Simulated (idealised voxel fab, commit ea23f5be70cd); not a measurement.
process module | voxel self aligned vias
cross-section cut | 210 nm wide | cells 5 nm
A cross-section is a grid of square cells, given in bands from the top down. A band is one or more rows of cells.
Each band's line starts with the height of the band's top and of its bottom, in nm. Then come its materials from left to right, each with its width in nm. One material with "throughout" fills the band from edge to edge. "air" is empty space.
Height 0 is the level under which the wafer as received is all one material. The lowest band goes on downwards, as in "0 down".
A width such as "30 to 40" changes by the same amount from each row of cells to the next, from the band's top row to its bottom row.
"no change" after a step means that no cell of the cross-section changed.
closed voids: empty space of 8 cells or more with no open way to the top, each as width x height at its distance from the left edge, in nm
after a step's settings: what the simulator itself notes on the step
overlay nm, on a step with a mask: how far to the right of its planned place the mask lay; to the left if negative
plan
1 op RECEIVE | material Si
2 op CONFORMAL_DEP | material SiO2 | thk nm 10
3 op CONFORMAL_DEP | material SiCN | thk nm 5
4 op DIRECTIONAL_DEP | material lowk | thk nm 25
5 op PATTERN | tone open | mask id LINES | material resist | width nm 25 | pitch nm 55 | thk nm 15 | overlay nm 0
6 op DIRECTIONAL_ETCH | etch materials lowk | depth nm 25
7 op STRIP | etch materials resist
8 op CONFORMAL_DEP | material TiN | thk nm 5
9 op FILL_DEP | material Ru | thk nm 5
10 op CMP | height nm 40
11 op SELECTIVE_ETCH | etch materials W Ru TiN | depth nm 10
12 op FILL_DEP | material SiN | thk nm 5
13 op CMP | height nm 40
14 op DIRECTIONAL_DEP | material lowk | thk nm 20
15 op MASKED_ETCH | tone open | mask id VIAS | width nm 35 | pitch nm 55 | etch materials lowk | depth nm 20 | overlay nm 0
16 op MASKED_ETCH | tone open | mask id VIAS | width nm 35 | pitch nm 55 | etch materials SiN | depth nm 10 | overlay nm 0
17 op CONFORMAL_DEP | material TiN | thk nm 5
18 op FILL_DEP | material Ru | thk nm 5
19 op CMP | height nm 60
20 op CONFORMAL_DEP | material SiN | thk nm 5
first wafer, as planned
as received, after step 1
  0 down: Si throughout
  closed voids: none
after step 2
  10 to 0: SiO2 throughout
  below 0: unchanged
after step 3
  15 to 10: SiCN throughout
  below 10: unchanged
after step 4
  40 to 15: lowk throughout
  below 15: unchanged
after step 5
  55 to 40: resist 35 | air 25 | resist 30 | air 25 | resist 30 | air 25 | resist 40
  below 40: unchanged
after step 6
  55 to 40: resist 35 | air 25 | resist 30 | air 25 | resist 30 | air 25 | resist 40
  40 to 15: lowk 35 | air 25 | lowk 30 | air 25 | lowk 30 | air 25 | lowk 40
  below 15: unchanged
after step 7
  40 to 15: lowk 35 | air 25 | lowk 30 | air 25 | lowk 30 | air 25 | lowk 40
  below 15: unchanged
after step 8
  45 to 40: TiN 40 | air 15 | TiN 40 | air 15 | TiN 40 | air 15 | TiN 45
  40 to 20: lowk 35 | TiN 5 | air 15 | TiN 5 | lowk 30 | TiN 5 | air 15 | TiN 5 | lowk 30 | TiN 5 | air 15 | TiN 5 | lowk 40
  20 to 15: lowk 35 | TiN 25 | lowk 30 | TiN 25 | lowk 30 | TiN 25 | lowk 40
  below 15: unchanged
after step 9
  50 to 45: Ru throughout
  45 to 40: TiN 40 | Ru 15 | TiN 40 | Ru 15 | TiN 40 | Ru 15 | TiN 45
  40 to 20: lowk 35 | TiN 5 | Ru 15 | TiN 5 | lowk 30 | TiN 5 | Ru 15 | TiN 5 | lowk 30 | TiN 5 | Ru 15 | TiN 5 | lowk 40
  below 20: unchanged
after step 10
  40 to 20: lowk 35 | TiN 5 | Ru 15 | TiN 5 | lowk 30 | TiN 5 | Ru 15 | TiN 5 | lowk 30 | TiN 5 | Ru 15 | TiN 5 | lowk 40
  below 20: unchanged
after step 11
  40 to 30: lowk 35 | air 25 | lowk 30 | air 25 | lowk 30 | air 25 | lowk 40
  below 30: unchanged
after step 12
  45 to 40: SiN throughout
  40 to 30: lowk 35 | SiN 25 | lowk 30 | SiN 25 | lowk 30 | SiN 25 | lowk 40
  below 30: unchanged
after step 13
  40 to 30: lowk 35 | SiN 25 | lowk 30 | SiN 25 | lowk 30 | SiN 25 | lowk 40
  below 30: unchanged
after step 14
  60 to 40: lowk throughout
  below 40: unchanged
after step 15
  60 to 40: lowk 30 | air 35 | lowk 20 | air 35 | lowk 20 | air 35 | lowk 35
  below 40: unchanged
after step 16
  60 to 40: lowk 30 | air 35 | lowk 20 | air 35 | lowk 20 | air 35 | lowk 35
  40 to 30: lowk 35 | air 25 | lowk 30 | air 25 | lowk 30 | air 25 | lowk 40
  below 30: unchanged
after step 17
  65 to 60: TiN 35 | air 25 | TiN 30 | air 25 | TiN 30 | air 25 | TiN 40
  60 to 45: lowk 30 | TiN 5 | air 25 | TiN 5 | lowk 20 | TiN 5 | air 25 | TiN 5 | lowk 20 | TiN 5 | air 25 | TiN 5 | lowk 35
  45 to 35: lowk 30 to 35 | TiN 10 to 5 | air 15 | TiN 10 to 5 | lowk 20 to 30 | TiN 10 to 5 | air 15 | TiN 10 to 5 | lowk 20 to 30 | TiN 10 to 5 | air 15 | TiN 10 to 5 | lowk 35 to 40
  35 to 30: lowk 35 | TiN 25 | lowk 30 | TiN 25 | lowk 30 | TiN 25 | lowk 40
  below 30: unchanged
after step 18
  70 to 65: Ru throughout
  65 to 60: TiN 35 | Ru 25 | TiN 30 | Ru 25 | TiN 30 | Ru 25 | TiN 40
  60 to 45: lowk 30 | TiN 5 | Ru 25 | TiN 5 | lowk 20 | TiN 5 | Ru 25 | TiN 5 | lowk 20 | TiN 5 | Ru 25 | TiN 5 | lowk 35
  45 to 35: lowk 30 to 35 | TiN 10 to 5 | Ru 15 | TiN 10 to 5 | lowk 20 to 30 | TiN 10 to 5 | Ru 15 | TiN 10 to 5 | lowk 20 to 30 | TiN 10 to 5 | Ru 15 | TiN 10 to 5 | lowk 35 to 40
  below 35: unchanged
after step 19
  60 to 45: lowk 30 | TiN 5 | Ru 25 | TiN 5 | lowk 20 | TiN 5 | Ru 25 | TiN 5 | lowk 20 | TiN 5 | Ru 25 | TiN 5 | lowk 35
  below 45: unchanged
after step 20
  65 to 60: SiN throughout
  below 60: unchanged
second wafer: like start, like plan, one mistake. Through step 14 it matches the first wafer
when step 15 should have ended
  60 to 40: lowk 30 | air 35 | lowk 20 | air 35 | lowk 20 | air 35 | lowk 35
  40 to 30: lowk 30 | air 5 | SiN 25 | air 5 | lowk 20 | air 5 | SiN 25 | air 5 | lowk 20 | air 5 | SiN 25 | air 5 | lowk 35
  30 to 20: lowk 30 | air 5 | TiN 5 | Ru 15 | TiN 5 | air 5 | lowk 20 | air 5 | TiN 5 | Ru 15 | TiN 5 | air 5 | lowk 20 | air 5 | TiN 5 | Ru 15 | TiN 5 | air 5 | lowk 35
  below 20: unchanged
when step 16 should have ended
  60 to 30: lowk 30 | air 35 | lowk 20 | air 35 | lowk 20 | air 35 | lowk 35
  below 30: unchanged
when step 17 should have ended
  65 to 60: TiN 35 | air 25 | TiN 30 | air 25 | TiN 30 | air 25 | TiN 40
  60 to 35: lowk 30 | TiN 5 | air 25 | TiN 5 | lowk 20 | TiN 5 | air 25 | TiN 5 | lowk 20 | TiN 5 | air 25 | TiN 5 | lowk 35
  35 to 30: lowk 30 | TiN 35 | lowk 20 | TiN 35 | lowk 20 | TiN 35 | lowk 35
  30 to 20: lowk 30 | TiN 10 | Ru 15 | TiN 10 | lowk 20 | TiN 10 | Ru 15 | TiN 10 | lowk 20 | TiN 10 | Ru 15 | TiN 10 | lowk 35
  below 20: unchanged
when step 18 should have ended
  70 to 65: Ru throughout
  65 to 60: TiN 35 | Ru 25 | TiN 30 | Ru 25 | TiN 30 | Ru 25 | TiN 40
  60 to 35: lowk 30 | TiN 5 | Ru 25 | TiN 5 | lowk 20 | TiN 5 | Ru 25 | TiN 5 | lowk 20 | TiN 5 | Ru 25 | TiN 5 | lowk 35
  below 35: unchanged
when step 19 should have ended
  60 to 35: lowk 30 | TiN 5 | Ru 25 | TiN 5 | lowk 20 | TiN 5 | Ru 25 | TiN 5 | lowk 20 | TiN 5 | Ru 25 | TiN 5 | lowk 35
  below 35: unchanged
when step 20 should have ended
  65 to 60: SiN throughout
  below 60: unchanged
what went wrong: step 15 was run twice
at the end the second wafer has, in cells: 12 more of Ru | 12 more of TiN | 24 fewer of lowk
